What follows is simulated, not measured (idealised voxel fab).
process module | voxel tone inversion
cross-section cut | 245 nm wide | cells 5 nm
A cross-section is a grid of square cells, given in bands from the top down. A band is one or more rows of cells.
Each band's line starts with the height of the band's top and of its bottom, in nm. Then come its materials from left to right, each with its width in nm. One material with "throughout" fills the band from edge to edge. "air" is empty space.
Height 0 is the level under which the wafer as received is all one material. The lowest band goes on downwards, as in "0 down".
A width such as "30 to 40" changes by the same amount from each row of cells to the next, from the band's top row to its bottom row.
"no change" after a step means that no cell of the cross-section changed.
closed voids: empty space of 8 cells or more with no open way to the top, each as width x height at its distance from the left edge, in nm
after a step's settings: what the simulator itself notes on the step
overlay nm, on a step with a mask: how far to the right of its planned place the mask lay; to the left if negative
plan
1 op RECEIVE | material Si
2 op CONFORMAL_DEP | material SiN | thk nm 5
3 op DIRECTIONAL_DEP | material polySi | thk nm 15
4 op PATTERN | tone cover | mask id POSTS | material resist | width nm 20 | pitch nm 40 | thk nm 20 | overlay nm 0
5 op DIRECTIONAL_ETCH | etch materials polySi | depth nm 15
6 op STRIP | etch materials resist
7 op FILL_DEP | material SiO2 | thk nm 5
8 op CMP | height nm 20
9 op STRIP | etch materials polySi
first wafer, as planned
as received, after step 1
  0 down: Si throughout
  closed voids: none
after step 2
  5 to 0: SiN throughout
  below 0: unchanged
after step 3
  20 to 5: polySi throughout
  below 5: unchanged
after step 4
  40 to 20: air 50 | resist 20 | air 20 | resist 20 | air 20 | resist 20 | air 20 | resist 20 | air 55
  below 20: unchanged
after step 5
  40 to 20: air 50 | resist 20 | air 20 | resist 20 | air 20 | resist 20 | air 20 | resist 20 | air 55
  20 to 5: air 50 | polySi 20 | air 20 | polySi 20 | air 20 | polySi 20 | air 20 | polySi 20 | air 55
  below 5: unchanged
after step 6
  20 to 5: air 50 | polySi 20 | air 20 | polySi 20 | air 20 | polySi 20 | air 20 | polySi 20 | air 55
  below 5: unchanged
after step 7
  25 to 20: SiO2 throughout
  20 to 5: SiO2 50 | polySi 20 | SiO2 20 | polySi 20 | SiO2 20 | polySi 20 | SiO2 20 | polySi 20 | SiO2 55
  below 5: unchanged
after step 8
  20 to 5: SiO2 50 | polySi 20 | SiO2 20 | polySi 20 | SiO2 20 | polySi 20 | SiO2 20 | polySi 20 | SiO2 55
  below 5: unchanged
after step 9
  20 to 5: SiO2 50 | air 20 | SiO2 20 | air 20 | SiO2 20 | air 20 | SiO2 20 | air 20 | SiO2 55
  below 5: unchanged
second wafer: like start, like plan, one mistake. Through step 2 it matches the first wafer
when step 3 should have ended
  20 to 5: SiO2 throughout
  below 5: unchanged
when step 4 should have ended
  40 to 20: air 50 | resist 20 | air 20 | resist 20 | air 20 | resist 20 | air 20 | resist 20 | air 55
  below 20: unchanged
when step 5 should have ended: no change
when step 6 should have ended
  20 to 5: SiO2 throughout
  below 5: unchanged
when step 7 should have ended
  25 to 5: SiO2 throughout
  below 5: unchanged
when step 8 should have ended
  20 to 5: SiO2 throughout
  below 5: unchanged
when step 9 should have ended: no change
what went wrong: step 3 ran as: op DIRECTIONAL_DEP | material SiO2 | thk nm 15
at the end the second wafer has, in cells: 48 more of SiO2
